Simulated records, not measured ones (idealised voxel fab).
Process module, titled voxel capacitor over wiring
cross-section cut | 190 nm wide | cells 5 nm
Cross-section, as written here: a square-cell grid given band by band from the top down, where a band holds one or more rows of cells. The band entry comprises the height of the band's top followed by the height of its bottom, expressed in nm, and subsequently the band's materials from left to right, each stated together with its width in nm. Where a single material is marked with the word "everywhere", that material fills the band from edge to edge. The word "empty" represents empty space. Counting heights begins at 0, where everything beneath is, in the wafer as received, one material. The lowest band has no bottom; it goes on downwards, as "0 nm and below" shows. The expression "30->40" gives the width at the extremes of the band, the first number at its top row of cells and the second at its bottom row, with the width changing by equal amounts from each row to the next in between. It should be understood that the words "nothing changed", when stated for a given step, signify that the cross-section underwent no change in any of its cells during that step. "Closed void catalog" lists enclosed empty spaces (at least 8 cells, no open path upward to the top), each as width x height at distance from the left edge, in nm. If you see something after the settings on a step's line, that's the simulator's own remark about that step. The "overlay nm" setting may appear on a step's line; for a step that uses a mask, it gives how far to the right of its planned position the mask lay, and a negative value indicates the left. Note: before/after cross-section pairs follow, one process step per pair, after-side truncated at the lowest changed band, step and settings given beneath. Different runs of this module on the same starting wafer may supply the pairs; a pair continues the one above only where the "Pre-processing view" entry says so.

Pre-processing view
0 nm and below | Si everywhere
Closed void catalog: none

Section, Post-Step
15 nm to 0 nm | SiO2 everywhere
Under the height 0 nothing was changed.
Closed void catalog: none
Operation between the pre and post cross-sections above: CONFORMAL_DEP,material SiO2,thk nm 15

Pre-processing view: identical to the post-step cross-section of the immediately preceding pair.

Section, Post-Step
20 nm to 15 nm | SiCN everywhere
Under the height 15 nothing was changed.
Closed void catalog: none
Operation between the pre and post cross-sections above: CONFORMAL_DEP,material SiCN,thk nm 5

Pre-processing view: identical to the post-step cross-section of the immediately preceding pair.

Section, Post-Step
40 nm to 20 nm | lowk everywhere
Under the height 20 nothing was changed.
Closed void catalog: none
Operation between the pre and post cross-sections above: DIRECTIONAL_DEP,material lowk,thk nm 20

Pre-processing view: identical to the post-step cross-section of the immediately preceding pair.

Section, Post-Step
55 nm to 40 nm | resist 30 nm; empty 30 nm; resist 65 nm; empty 30 nm; resist 35 nm
Under the height 40 nothing was changed.
Closed void catalog: none
Operation between the pre and post cross-sections above: PATTERN,tone open,mask id METAL_1,material resist,width nm 30,pitch nm 95,thk nm 15,overlay nm 0

Pre-processing view: identical to the post-step cross-section of the immediately preceding pair.

Section, Post-Step
55 nm to 40 nm | resist 30 nm; empty 30 nm; resist 65 nm; empty 30 nm; resist 35 nm
40 nm to 20 nm | lowk 30 nm; empty 30 nm; lowk 65 nm; empty 30 nm; lowk 35 nm
Under the height 20 nothing was changed.
Closed void catalog: none
Operation between the pre and post cross-sections above: DIRECTIONAL_ETCH,etch materials lowk,depth nm 20

Pre-processing view: identical to the post-step cross-section of the immediately preceding pair.

Section, Post-Step
55 nm to 40 nm | resist 30 nm; empty 30 nm; resist 65 nm; empty 30 nm; resist 35 nm
40 nm to 20 nm | lowk 30 nm; empty 30 nm; lowk 65 nm; empty 30 nm; lowk 35 nm
20 nm to 15 nm | SiCN 30 nm; empty 30 nm; SiCN 65 nm; empty 30 nm; SiCN 35 nm
Under the height 15 nothing was changed.
Closed void catalog: none
Operation between the pre and post cross-sections above: DIRECTIONAL_ETCH,etch materials SiCN,depth nm 5

Pre-processing view: identical to the post-step cross-section of the immediately preceding pair.

Section, Post-Step
40 nm to 20 nm | lowk 30 nm; empty 30 nm; lowk 65 nm; empty 30 nm; lowk 35 nm
Under the height 20 nothing was changed.
Closed void catalog: none
Operation between the pre and post cross-sections above: STRIP,etch materials resist

Pre-processing view: identical to the post-step cross-section of the immediately preceding pair.

Section, Post-Step
45 nm to 40 nm | TiN 35 nm; empty 20 nm; TiN 75 nm; empty 20 nm; TiN 40 nm
40 nm to 20 nm | lowk 30 nm; TiN 5 nm; empty 20 nm; TiN 5 nm; lowk 65 nm; TiN 5 nm; empty 20 nm; TiN 5 nm; lowk 35 nm
20 nm to 15 nm | SiCN 30 nm; TiN 30 nm; SiCN 65 nm; TiN 30 nm; SiCN 35 nm
Under the height 15 nothing was changed.
Closed void catalog: none
Operation between the pre and post cross-sections above: CONFORMAL_DEP,material TiN,thk nm 5

Pre-processing view: identical to the post-step cross-section of the immediately preceding pair.

Section, Post-Step
50 nm to 45 nm | Ru everywhere
45 nm to 40 nm | TiN 35 nm; Ru 20 nm; TiN 75 nm; Ru 20 nm; TiN 40 nm
40 nm to 20 nm | lowk 30 nm; TiN 5 nm; Ru 20 nm; TiN 5 nm; lowk 65 nm; TiN 5 nm; Ru 20 nm; TiN 5 nm; lowk 35 nm
Under the height 20 nothing was changed.
Closed void catalog: none
Operation between the pre and post cross-sections above: FILL_DEP,material Ru,thk nm 5

Pre-processing view: identical to the post-step cross-section of the immediately preceding pair.

Section, Post-Step
40 nm to 20 nm | lowk 30 nm; TiN 5 nm; Ru 20 nm; TiN 5 nm; lowk 65 nm; TiN 5 nm; Ru 20 nm; TiN 5 nm; lowk 35 nm
Under the height 20 nothing was changed.
Closed void catalog: none
Operation between the pre and post cross-sections above: CMP,height nm 40

Pre-processing view: identical to the post-step cross-section of the immediately preceding pair.

Section, Post-Step
45 nm to 40 nm | empty 25 nm; Ru 40 nm; empty 55 nm; Ru 40 nm; empty 30 nm
Under the height 40 nothing was changed.
Closed void catalog: none
Operation between the pre and post cross-sections above: EPI,material Ru,thk nm 5

Pre-processing view: identical to the post-step cross-section of the immediately preceding pair.

Section, Post-Step
50 nm to 45 nm | SiCN everywhere
45 nm to 40 nm | SiCN 25 nm; Ru 40 nm; SiCN 55 nm; Ru 40 nm; SiCN 30 nm
Under the height 40 nothing was changed.
Closed void catalog: none
Operation between the pre and post cross-sections above: FILL_DEP,material SiCN,thk nm 5

Pre-processing view: identical to the post-step cross-section of the immediately preceding pair.

Section, Post-Step
60 nm to 50 nm | SiO2 everywhere
Under the height 50 nothing was changed.
Closed void catalog: none
Operation between the pre and post cross-sections above: DIRECTIONAL_DEP,material SiO2,thk nm 10

Pre-processing view: identical to the post-step cross-section of the immediately preceding pair.

Section, Post-Step
75 nm to 60 nm | resist 45 nm; empty 15 nm; resist 130 nm
Under the height 60 nothing was changed.
Closed void catalog: none
Operation between the pre and post cross-sections above: PATTERN,tone open,mask id PLUG_1,material resist,width nm 15,thk nm 15,overlay nm 0

Pre-processing view: identical to the post-step cross-section of the immediately preceding pair.

Section, Post-Step
75 nm to 60 nm | resist 45 nm; empty 15 nm; resist 130 nm
60 nm to 50 nm | SiO2 45 nm; empty 15 nm; SiO2 130 nm
Under the height 50 nothing was changed.
Closed void catalog: none
Operation between the pre and post cross-sections above: DIRECTIONAL_ETCH,etch materials SiO2,depth nm 10

Pre-processing view: identical to the post-step cross-section of the immediately preceding pair.

Section, Post-Step
75 nm to 60 nm | resist 45 nm; empty 15 nm; resist 130 nm
60 nm to 50 nm | SiO2 45 nm; empty 15 nm; SiO2 130 nm
50 nm to 45 nm | SiCN 45 nm; empty 15 nm; SiCN 130 nm
Under the height 45 nothing was changed.
Closed void catalog: none
Operation between the pre and post cross-sections above: DIRECTIONAL_ETCH,etch materials SiCN,depth nm 5

Pre-processing view: identical to the post-step cross-section of the immediately preceding pair.

Section, Post-Step
60 nm to 50 nm | SiO2 45 nm; empty 15 nm; SiO2 130 nm
Under the height 50 nothing was changed.
Closed void catalog: none
Operation between the pre and post cross-sections above: STRIP,etch materials resist

Pre-processing view: identical to the post-step cross-section of the immediately preceding pair.

Section, Post-Step
60 nm to 55 nm | SiO2 45 nm; empty 15 nm; SiO2 130 nm
55 nm to 50 nm | SiO2 45 nm; Ru 15 nm; SiO2 130 nm
50 nm to 45 nm | SiCN 45 nm; Ru 15 nm; SiCN 130 nm
Under the height 45 nothing was changed.
Closed void catalog: none
Operation between the pre and post cross-sections above: EPI,material Ru,thk nm 10

Pre-processing view: identical to the post-step cross-section of the immediately preceding pair.

Section, Post-Step
60 nm to 50 nm | SiO2 45 nm; Ru 15 nm; SiO2 130 nm
Under the height 50 nothing was changed.
Closed void catalog: none
Operation between the pre and post cross-sections above: EPI,material Ru,thk nm 5

Pre-processing view: identical to the post-step cross-section of the immediately preceding pair.

Section, Post-Step
70 nm to 60 nm | TiN everywhere
Under the height 60 nothing was changed.
Closed void catalog: none
Operation between the pre and post cross-sections above: DIRECTIONAL_DEP,material TiN,thk nm 10

Pre-processing view: identical to the post-step cross-section of the immediately preceding pair.

Section, Post-Step
75 nm to 70 nm | HfO2 everywhere
Under the height 70 nothing was changed.
Closed void catalog: none
Operation between the pre and post cross-sections above: DIRECTIONAL_DEP,material HfO2,thk nm 5

Pre-processing view: identical to the post-step cross-section of the immediately preceding pair.

Section, Post-Step
80 nm to 75 nm | TiN everywhere
Under the height 75 nothing was changed.
Closed void catalog: none
Operation between the pre and post cross-sections above: DIRECTIONAL_DEP,material TiN,thk nm 5

Pre-processing view: identical to the post-step cross-section of the immediately preceding pair.

Section, Post-Step
95 nm to 80 nm | empty 45 nm; resist 70 nm; empty 75 nm
Under the height 80 nothing was changed.
Closed void catalog: none
Operation between the pre and post cross-sections above: PATTERN,tone cover,mask id UPPER_PLATE,material resist,width nm 70,thk nm 15,overlay nm 0

Pre-processing view: identical to the post-step cross-section of the immediately preceding pair.

Section, Post-Step
95 nm to 80 nm | empty 45 nm; resist 70 nm; empty 75 nm
80 nm to 75 nm | empty 45 nm; TiN 70 nm; empty 75 nm
Under the height 75 nothing was changed.
Closed void catalog: none
Operation between the pre and post cross-sections above: DIRECTIONAL_ETCH,etch materials TiN,depth nm 5

Pre-processing view: identical to the post-step cross-section of the immediately preceding pair.

Section, Post-Step
95 nm to 80 nm | empty 45 nm; resist 70 nm; empty 75 nm
80 nm to 75 nm | empty 45 nm; TiN 70 nm; empty 75 nm
75 nm to 70 nm | empty 45 nm; HfO2 70 nm; empty 75 nm
Under the height 70 nothing was changed.
Closed void catalog: none
Operation between the pre and post cross-sections above: DIRECTIONAL_ETCH,etch materials HfO2,depth nm 5

Pre-processing view: identical to the post-step cross-section of the immediately preceding pair.

Section, Post-Step
80 nm to 75 nm | empty 45 nm; TiN 70 nm; empty 75 nm
Under the height 75 nothing was changed.
Closed void catalog: none
Operation between the pre and post cross-sections above: STRIP,etch materials resist

Pre-processing view: identical to the post-step cross-section of the immediately preceding pair.

Section, Post-Step
80 nm to 75 nm | empty 45 nm; TiN 70 nm; empty 75 nm
75 nm to 70 nm | empty 45 nm; HfO2 70 nm; empty 75 nm
70 nm to 60 nm | empty 40 nm; TiN 80 nm; empty 70 nm
Under the height 60 nothing was changed.
Closed void catalog: none
Operation between the pre and post cross-sections above: MASKED_ETCH,tone cover,mask id LOWER_PLATE,width nm 80,etch materials TiN,depth nm 10,overlay nm 0

Pre-processing view: identical to the post-step cross-section of the immediately preceding pair.

Section, Post-Step
95 nm to 80 nm | SiO2 everywhere
80 nm to 75 nm | SiO2 45 nm; TiN 70 nm; SiO2 75 nm
75 nm to 70 nm | SiO2 45 nm; HfO2 70 nm; SiO2 75 nm
70 nm to 60 nm | SiO2 40 nm; TiN 80 nm; SiO2 70 nm
Under the height 60 nothing was changed.
Closed void catalog: none
Operation between the pre and post cross-sections above: FILL_DEP,material SiO2,thk nm 15

Pre-processing view: identical to the post-step cross-section of the immediately preceding pair.

Section, Post-Step
90 nm to 80 nm | SiO2 everywhere
Under the height 80 nothing was changed.
Closed void catalog: none
Operation between the pre and post cross-sections above: CMP,height nm 90

Pre-processing view: identical to the post-step cross-section of the immediately preceding pair.

Section, Post-Step
105 nm to 90 nm | aC everywhere
Under the height 90 nothing was changed.
Closed void catalog: none
Operation between the pre and post cross-sections above: DIRECTIONAL_DEP,material aC,thk nm 15

Pre-processing view: identical to the post-step cross-section of the immediately preceding pair.

Section, Post-Step
140 nm to 105 nm | resist 55 nm; empty 15 nm; resist 120 nm
Under the height 105 nothing was changed.
Closed void catalog: none
Operation between the pre and post cross-sections above: PATTERN,tone open,mask id PLUG_2,material resist,width nm 15,thk nm 35,overlay nm 0

Pre-processing view: identical to the post-step cross-section of the immediately preceding pair.

Section, Post-Step
125 nm to 105 nm | resist 55 nm; empty 15 nm; resist 120 nm
105 nm to 90 nm | aC 55 nm; empty 15 nm; aC 120 nm
Under the height 90 nothing was changed.
Closed void catalog: none
Operation between the pre and post cross-sections above: DIRECTIONAL_ETCH,etch materials aC,depth nm 15

Pre-processing view: identical to the post-step cross-section of the immediately preceding pair.

Section, Post-Step
105 nm to 90 nm | aC 55 nm; empty 15 nm; aC 120 nm
Under the height 90 nothing was changed.
Closed void catalog: none
Operation between the pre and post cross-sections above: STRIP,etch materials resist

Pre-processing view: identical to the post-step cross-section of the immediately preceding pair.

Section, Post-Step
105 nm to 90 nm | aC 55 nm; empty 15 nm; aC 120 nm
90 nm to 80 nm | SiO2 55 nm; empty 15 nm; SiO2 120 nm
Under the height 80 nothing was changed.
Closed void catalog: none
Operation between the pre and post cross-sections above: DIRECTIONAL_ETCH,etch materials SiO2,depth nm 10

Pre-processing view: identical to the post-step cross-section of the immediately preceding pair.

Section, Post-Step
90 nm to 80 nm | SiO2 55 nm; empty 15 nm; SiO2 120 nm
Under the height 80 nothing was changed.
Closed void catalog: none
Operation between the pre and post cross-sections above: STRIP,etch materials aC

Pre-processing view: identical to the post-step cross-section of the immediately preceding pair.

Section, Post-Step
95 nm to 90 nm | TiN 60 nm; empty 5 nm; TiN 125 nm
90 nm to 85 nm | SiO2 55 nm; TiN 5 nm; empty 5 nm; TiN 5 nm; SiO2 120 nm
85 nm to 75 nm | SiO2 55->45 nm; TiN 15->70 nm; SiO2 120->75 nm
Under the height 75 nothing was changed.
Closed void catalog: none
Operation between the pre and post cross-sections above: CONFORMAL_DEP,material TiN,thk nm 5

Pre-processing view: identical to the post-step cross-section of the immediately preceding pair.

Section, Post-Step
100 nm to 95 nm | Ru everywhere
95 nm to 90 nm | TiN 60 nm; Ru 5 nm; TiN 125 nm
90 nm to 85 nm | SiO2 55 nm; TiN 5 nm; Ru 5 nm; TiN 5 nm; SiO2 120 nm
Under the height 85 nothing was changed.
Closed void catalog: none
Operation between the pre and post cross-sections above: FILL_DEP,material Ru,thk nm 5

Pre-processing view: identical to the post-step cross-section of the immediately preceding pair.

Section, Post-Step
90 nm to 85 nm | SiO2 55 nm; TiN 5 nm; Ru 5 nm; TiN 5 nm; SiO2 120 nm
Under the height 85 nothing was changed.
Closed void catalog: none
Operation between the pre and post cross-sections above: CMP,height nm 90

Pre-processing view: identical to the post-step cross-section of the immediately preceding pair.

Section, Post-Step
95 nm to 90 nm | SiCN everywhere
Under the height 90 nothing was changed.
Closed void catalog: none
Operation between the pre and post cross-sections above: CONFORMAL_DEP,material SiCN,thk nm 5

Pre-processing view
45 nm to 40 nm | empty 25 nm; Ru 40 nm; empty 55 nm; Ru 40 nm; empty 30 nm
40 nm to 20 nm | lowk 30 nm; TiN 5 nm; Ru 20 nm; TiN 5 nm; lowk 65 nm; TiN 5 nm; Ru 20 nm; TiN 5 nm; lowk 35 nm
20 nm to 15 nm | SiCN 30 nm; TiN 30 nm; SiCN 65 nm; TiN 30 nm; SiCN 35 nm
15 nm to 0 nm | SiO2 everywhere
0 nm and below | Si everywhere
Closed void catalog: none

Section, Post-Step
55 nm to 50 nm | empty 25 nm; SiO2 40 nm; empty 55 nm; SiO2 40 nm; empty 30 nm
50 nm to 45 nm | SiO2 everywhere
45 nm to 40 nm | SiO2 25 nm; Ru 40 nm; SiO2 55 nm; Ru 40 nm; SiO2 30 nm
Under the height 40 nothing was changed.
Closed void catalog: none
Operation between the pre and post cross-sections above: DIRECTIONAL_DEP,material SiO2,thk nm 10

Pre-processing view: identical to the post-step cross-section of the immediately preceding pair.

Section, Post-Step
70 nm to 55 nm | resist 45 nm; empty 15 nm; resist 130 nm
55 nm to 50 nm | resist 25 nm; SiO2 40 nm; resist 55 nm; SiO2 40 nm; resist 30 nm
Under the height 50 nothing was changed.
Closed void catalog: none
Operation between the pre and post cross-sections above: PATTERN,tone open,mask id PLUG_1,material resist,width nm 15,thk nm 15,overlay nm 0

Pre-processing view: identical to the post-step cross-section of the immediately preceding pair.

Section, Post-Step
70 nm to 55 nm | resist 45 nm; empty 15 nm; resist 130 nm
55 nm to 50 nm | resist 25 nm; SiO2 20 nm; empty 15 nm; SiO2 5 nm; resist 55 nm; SiO2 40 nm; resist 30 nm
50 nm to 45 nm | SiO2 45 nm; empty 15 nm; SiO2 130 nm
Under the height 45 nothing was changed.
Closed void catalog: none
Operation between the pre and post cross-sections above: DIRECTIONAL_ETCH,etch materials SiO2,depth nm 10

Pre-processing view: identical to the post-step cross-section of the immediately preceding pair.

Section, Post-Step
55 nm to 50 nm | empty 25 nm; SiO2 20 nm; empty 15 nm; SiO2 5 nm; empty 55 nm; SiO2 40 nm; empty 30 nm
Under the height 50 nothing was changed.
Closed void catalog: none
Operation between the pre and post cross-sections above: STRIP,etch materials resist

Pre-processing view: identical to the post-step cross-section of the immediately preceding pair.

Section, Post-Step
55 nm to 50 nm | empty 25 nm; SiO2 20 nm; Ru 15 nm; SiO2 5 nm; empty 55 nm; SiO2 40 nm; empty 30 nm
50 nm to 45 nm | SiO2 45 nm; Ru 15 nm; SiO2 130 nm
Under the height 45 nothing was changed.
Closed void catalog: none
Operation between the pre and post cross-sections above: EPI,material Ru,thk nm 10

Pre-processing view: identical to the post-step cross-section of the immediately preceding pair.

Section, Post-Step
60 nm to 55 nm | empty 40 nm; Ru 25 nm; empty 125 nm
Under the height 55 nothing was changed.
Closed void catalog: none
Operation between the pre and post cross-sections above: EPI,material Ru,thk nm 5

Pre-processing view: identical to the post-step cross-section of the immediately preceding pair.

Section, Post-Step
70 nm to 65 nm | empty 40 nm; TiN 25 nm; empty 125 nm
65 nm to 60 nm | empty 25 nm; TiN 40 nm; empty 55 nm; TiN 40 nm; empty 30 nm
60 nm to 55 nm | TiN 40 nm; Ru 25 nm; TiN 125 nm
55 nm to 50 nm | TiN 25 nm; SiO2 20 nm; Ru 15 nm; SiO2 5 nm; TiN 55 nm; SiO2 40 nm; TiN 30 nm
Under the height 50 nothing was changed.
Closed void catalog: none
Operation between the pre and post cross-sections above: DIRECTIONAL_DEP,material TiN,thk nm 10

Pre-processing view: identical to the post-step cross-section of the immediately preceding pair.

Section, Post-Step
75 nm to 70 nm | empty 40 nm; HfO2 25 nm; empty 125 nm
70 nm to 65 nm | empty 25 nm; HfO2 15 nm; TiN 25 nm; empty 55 nm; HfO2 40 nm; empty 30 nm
65 nm to 60 nm | HfO2 25 nm; TiN 40 nm; HfO2 55 nm; TiN 40 nm; HfO2 30 nm
Under the height 60 nothing was changed.
Closed void catalog: none
Operation between the pre and post cross-sections above: DIRECTIONAL_DEP,material HfO2,thk nm 5

Pre-processing view: identical to the post-step cross-section of the immediately preceding pair.

Section, Post-Step
80 nm to 75 nm | empty 40 nm; TiN 25 nm; empty 125 nm
75 nm to 70 nm | empty 25 nm; TiN 15 nm; HfO2 25 nm; empty 55 nm; TiN 40 nm; empty 30 nm
70 nm to 65 nm | TiN 25 nm; HfO2 15 nm; TiN 80 nm; HfO2 40 nm; TiN 30 nm
Under the height 65 nothing was changed.
Closed void catalog: none
Operation between the pre and post cross-sections above: DIRECTIONAL_DEP,material TiN,thk nm 5

Pre-processing view: identical to the post-step cross-section of the immediately preceding pair.

Section, Post-Step
95 nm to 80 nm | empty 45 nm; resist 70 nm; empty 75 nm
80 nm to 75 nm | empty 40 nm; TiN 25 nm; resist 50 nm; empty 75 nm
75 nm to 70 nm | empty 25 nm; TiN 15 nm; HfO2 25 nm; resist 50 nm; empty 5 nm; TiN 40 nm; empty 30 nm
Under the height 70 nothing was changed.
Closed void catalog: none
Operation between the pre and post cross-sections above: PATTERN,tone cover,mask id UPPER_PLATE,material resist,width nm 70,thk nm 15,overlay nm 0

Pre-processing view: identical to the post-step cross-section of the immediately preceding pair.

Section, Post-Step
95 nm to 80 nm | empty 45 nm; resist 70 nm; empty 75 nm
80 nm to 75 nm | empty 45 nm; TiN 20 nm; resist 50 nm; empty 75 nm
75 nm to 70 nm | empty 40 nm; HfO2 25 nm; resist 50 nm; empty 75 nm
70 nm to 65 nm | empty 25 nm; HfO2 15 nm; TiN 75 nm; empty 5 nm; HfO2 40 nm; empty 30 nm
Under the height 65 nothing was changed.
Closed void catalog: none
Operation between the pre and post cross-sections above: DIRECTIONAL_ETCH,etch materials TiN,depth nm 5

Pre-processing view: identical to the post-step cross-section of the immediately preceding pair.

Section, Post-Step
95 nm to 80 nm | empty 45 nm; resist 70 nm; empty 75 nm
80 nm to 75 nm | empty 45 nm; TiN 20 nm; resist 50 nm; empty 75 nm
75 nm to 70 nm | empty 45 nm; HfO2 20 nm; resist 50 nm; empty 75 nm
70 nm to 65 nm | empty 40 nm; TiN 75 nm; empty 75 nm
65 nm to 60 nm | empty 25 nm; TiN 40 nm; HfO2 50 nm; empty 5 nm; TiN 40 nm; empty 30 nm
Under the height 60 nothing was changed.
Closed void catalog: none
Operation between the pre and post cross-sections above: DIRECTIONAL_ETCH,etch materials HfO2,depth nm 5

Pre-processing view: identical to the post-step cross-section of the immediately preceding pair.

Section, Post-Step
80 nm to 75 nm | empty 45 nm; TiN 20 nm; empty 125 nm
75 nm to 70 nm | empty 45 nm; HfO2 20 nm; empty 125 nm
Under the height 70 nothing was changed.
Closed void catalog: none
Operation between the pre and post cross-sections above: STRIP,etch materials resist

Pre-processing view: identical to the post-step cross-section of the immediately preceding pair.

Section, Post-Step
80 nm to 75 nm | empty 45 nm; TiN 20 nm; empty 125 nm
75 nm to 70 nm | empty 45 nm; HfO2 20 nm; empty 125 nm
70 nm to 65 nm | empty 40 nm; TiN 75 nm; empty 75 nm
65 nm to 60 nm | empty 40 nm; TiN 25 nm; HfO2 50 nm; empty 75 nm
60 nm to 55 nm | empty 40 nm; Ru 25 nm; TiN 55 nm; empty 70 nm
55 nm to 50 nm | empty 25 nm; SiO2 20 nm; Ru 15 nm; SiO2 5 nm; TiN 55 nm; SiO2 40 nm; empty 30 nm
Under the height 50 nothing was changed.
Closed void catalog: none
Operation between the pre and post cross-sections above: MASKED_ETCH,tone cover,mask id LOWER_PLATE,width nm 80,etch materials TiN,depth nm 10,overlay nm 0

Pre-processing view: identical to the post-step cross-section of the immediately preceding pair.

Section, Post-Step
95 nm to 80 nm | SiO2 everywhere
80 nm to 75 nm | SiO2 45 nm; TiN 20 nm; SiO2 125 nm
75 nm to 70 nm | SiO2 45 nm; HfO2 20 nm; SiO2 125 nm
70 nm to 65 nm | SiO2 40 nm; TiN 75 nm; SiO2 75 nm
65 nm to 60 nm | SiO2 40 nm; TiN 25 nm; HfO2 50 nm; SiO2 75 nm
60 nm to 55 nm | SiO2 40 nm; Ru 25 nm; TiN 55 nm; SiO2 70 nm
55 nm to 50 nm | SiO2 45 nm; Ru 15 nm; SiO2 5 nm; TiN 55 nm; SiO2 70 nm
Under the height 50 nothing was changed.
Closed void catalog: none
Operation between the pre and post cross-sections above: FILL_DEP,material SiO2,thk nm 15

Pre-processing view: identical to the post-step cross-section of the immediately preceding pair.

Section, Post-Step
90 nm to 80 nm | SiO2 everywhere
Under the height 80 nothing was changed.
Closed void catalog: none
Operation between the pre and post cross-sections above: CMP,height nm 90

Pre-processing view: identical to the post-step cross-section of the immediately preceding pair.

Section, Post-Step
105 nm to 90 nm | aC everywhere
Under the height 90 nothing was changed.
Closed void catalog: none
Operation between the pre and post cross-sections above: DIRECTIONAL_DEP,material aC,thk nm 15

Pre-processing view: identical to the post-step cross-section of the immediately preceding pair.

Section, Post-Step
140 nm to 105 nm | resist 55 nm; empty 15 nm; resist 120 nm
Under the height 105 nothing was changed.
Closed void catalog: none
Operation between the pre and post cross-sections above: PATTERN,tone open,mask id PLUG_2,material resist,width nm 15,thk nm 35,overlay nm 0

Pre-processing view: identical to the post-step cross-section of the immediately preceding pair.

Section, Post-Step
125 nm to 105 nm | resist 55 nm; empty 15 nm; resist 120 nm
105 nm to 90 nm | aC 55 nm; empty 15 nm; aC 120 nm
Under the height 90 nothing was changed.
Closed void catalog: none
Operation between the pre and post cross-sections above: DIRECTIONAL_ETCH,etch materials aC,depth nm 15

Pre-processing view: identical to the post-step cross-section of the immediately preceding pair.

Section, Post-Step
105 nm to 90 nm | aC 55 nm; empty 15 nm; aC 120 nm
Under the height 90 nothing was changed.
Closed void catalog: none
Operation between the pre and post cross-sections above: STRIP,etch materials resist

Pre-processing view: identical to the post-step cross-section of the immediately preceding pair.

Section, Post-Step
105 nm to 90 nm | aC 55 nm; empty 15 nm; aC 120 nm
90 nm to 80 nm | SiO2 55 nm; empty 15 nm; SiO2 120 nm
Under the height 80 nothing was changed.
Closed void catalog: none
Operation between the pre and post cross-sections above: DIRECTIONAL_ETCH,etch materials SiO2,depth nm 10

Pre-processing view: identical to the post-step cross-section of the immediately preceding pair.

Section, Post-Step
90 nm to 80 nm | SiO2 55 nm; empty 15 nm; SiO2 120 nm
Under the height 80 nothing was changed.
Closed void catalog: none
Operation between the pre and post cross-sections above: STRIP,etch materials aC

Pre-processing view: identical to the post-step cross-section of the immediately preceding pair.

Section, Post-Step
95 nm to 90 nm | TiN 60 nm; empty 5 nm; TiN 125 nm
90 nm to 85 nm | SiO2 55 nm; TiN 5 nm; empty 5 nm; TiN 5 nm; SiO2 120 nm
85 nm to 75 nm | SiO2 55->45 nm; TiN 15->20 nm; SiO2 120->125 nm
Under the height 75 nothing was changed.
Closed void catalog: none
Operation between the pre and post cross-sections above: CONFORMAL_DEP,material TiN,thk nm 5

Pre-processing view: identical to the post-step cross-section of the immediately preceding pair.

Section, Post-Step
100 nm to 95 nm | Ru everywhere
95 nm to 90 nm | TiN 60 nm; Ru 5 nm; TiN 125 nm
90 nm to 85 nm | SiO2 55 nm; TiN 5 nm; Ru 5 nm; TiN 5 nm; SiO2 120 nm
Under the height 85 nothing was changed.
Closed void catalog: none
Operation between the pre and post cross-sections above: FILL_DEP,material Ru,thk nm 5

Pre-processing view: identical to the post-step cross-section of the immediately preceding pair.

Section, Post-Step
90 nm to 85 nm | SiO2 55 nm; TiN 5 nm; Ru 5 nm; TiN 5 nm; SiO2 120 nm
Under the height 85 nothing was changed.
Closed void catalog: none
Operation between the pre and post cross-sections above: CMP,height nm 90

Pre-processing view: identical to the post-step cross-section of the immediately preceding pair.

Section, Post-Step
95 nm to 90 nm | SiCN everywhere
Under the height 90 nothing was changed.
Closed void catalog: none
Operation between the pre and post cross-sections above: CONFORMAL_DEP,material SiCN,thk nm 5

Pre-processing view
60 nm to 55 nm | SiO2 45 nm; empty 15 nm; SiO2 130 nm
55 nm to 50 nm | SiO2 45 nm; Ru 15 nm; SiO2 130 nm
50 nm to 45 nm | SiCN 45 nm; Ru 15 nm; SiCN 130 nm
45 nm to 40 nm | SiCN 25 nm; Ru 40 nm; SiCN 55 nm; Ru 40 nm; SiCN 30 nm
40 nm to 20 nm | lowk 30 nm; TiN 5 nm; Ru 20 nm; TiN 5 nm; lowk 65 nm; TiN 5 nm; Ru 20 nm; TiN 5 nm; lowk 35 nm
20 nm to 15 nm | SiCN 30 nm; TiN 30 nm; SiCN 65 nm; TiN 30 nm; SiCN 35 nm
15 nm to 0 nm | SiO2 everywhere
0 nm and below | Si everywhere
Closed void catalog: none

Section, Post-Step
65 nm to 60 nm | empty 40 nm; Ru 25 nm; empty 125 nm
60 nm to 50 nm | SiO2 45 nm; Ru 15 nm; SiO2 130 nm
Under the height 50 nothing was changed.
Closed void catalog: none
Operation between the pre and post cross-sections above: EPI,material Ru,thk nm 10

Pre-processing view: identical to the post-step cross-section of the immediately preceding pair.

Section, Post-Step
70 nm to 60 nm | empty 35 nm; Ru 35 nm; empty 120 nm
Under the height 60 nothing was changed.
Closed void catalog: none
Operation between the pre and post cross-sections above: EPI,material Ru,thk nm 5

Pre-processing view: identical to the post-step cross-section of the immediately preceding pair.

Section, Post-Step
80 nm to 70 nm | empty 35 nm; TiN 35 nm; empty 120 nm
70 nm to 60 nm | TiN 35 nm; Ru 35 nm; TiN 120 nm
Under the height 60 nothing was changed.
Closed void catalog: none
Operation between the pre and post cross-sections above: DIRECTIONAL_DEP,material TiN,thk nm 10

Pre-processing view: identical to the post-step cross-section of the immediately preceding pair.

Section, Post-Step
85 nm to 80 nm | empty 35 nm; HfO2 35 nm; empty 120 nm
80 nm to 75 nm | empty 35 nm; TiN 35 nm; empty 120 nm
75 nm to 70 nm | HfO2 35 nm; TiN 35 nm; HfO2 120 nm
Under the height 70 nothing was changed.
Closed void catalog: none
Operation between the pre and post cross-sections above: DIRECTIONAL_DEP,material HfO2,thk nm 5

Pre-processing view: identical to the post-step cross-section of the immediately preceding pair.

Section, Post-Step
90 nm to 85 nm | empty 35 nm; TiN 35 nm; empty 120 nm
85 nm to 80 nm | empty 35 nm; HfO2 35 nm; empty 120 nm
80 nm to 75 nm | TiN everywhere
Under the height 75 nothing was changed.
Closed void catalog: none
Operation between the pre and post cross-sections above: DIRECTIONAL_DEP,material TiN,thk nm 5

Pre-processing view: identical to the post-step cross-section of the immediately preceding pair.

Section, Post-Step
105 nm to 90 nm | empty 45 nm; resist 70 nm; empty 75 nm
90 nm to 85 nm | empty 35 nm; TiN 35 nm; resist 45 nm; empty 75 nm
85 nm to 80 nm | empty 35 nm; HfO2 35 nm; resist 45 nm; empty 75 nm
Under the height 80 nothing was changed.
Closed void catalog: none
Operation between the pre and post cross-sections above: PATTERN,tone cover,mask id UPPER_PLATE,material resist,width nm 70,thk nm 15,overlay nm 0

Pre-processing view: identical to the post-step cross-section of the immediately preceding pair.

Section, Post-Step
105 nm to 90 nm | empty 45 nm; resist 70 nm; empty 75 nm
90 nm to 85 nm | empty 45 nm; TiN 25 nm; resist 45 nm; empty 75 nm
85 nm to 80 nm | empty 35 nm; HfO2 35 nm; resist 45 nm; empty 75 nm
80 nm to 75 nm | empty 35 nm; TiN 80 nm; empty 75 nm
Under the height 75 nothing was changed.
Closed void catalog: none
Operation between the pre and post cross-sections above: DIRECTIONAL_ETCH,etch materials TiN,depth nm 5
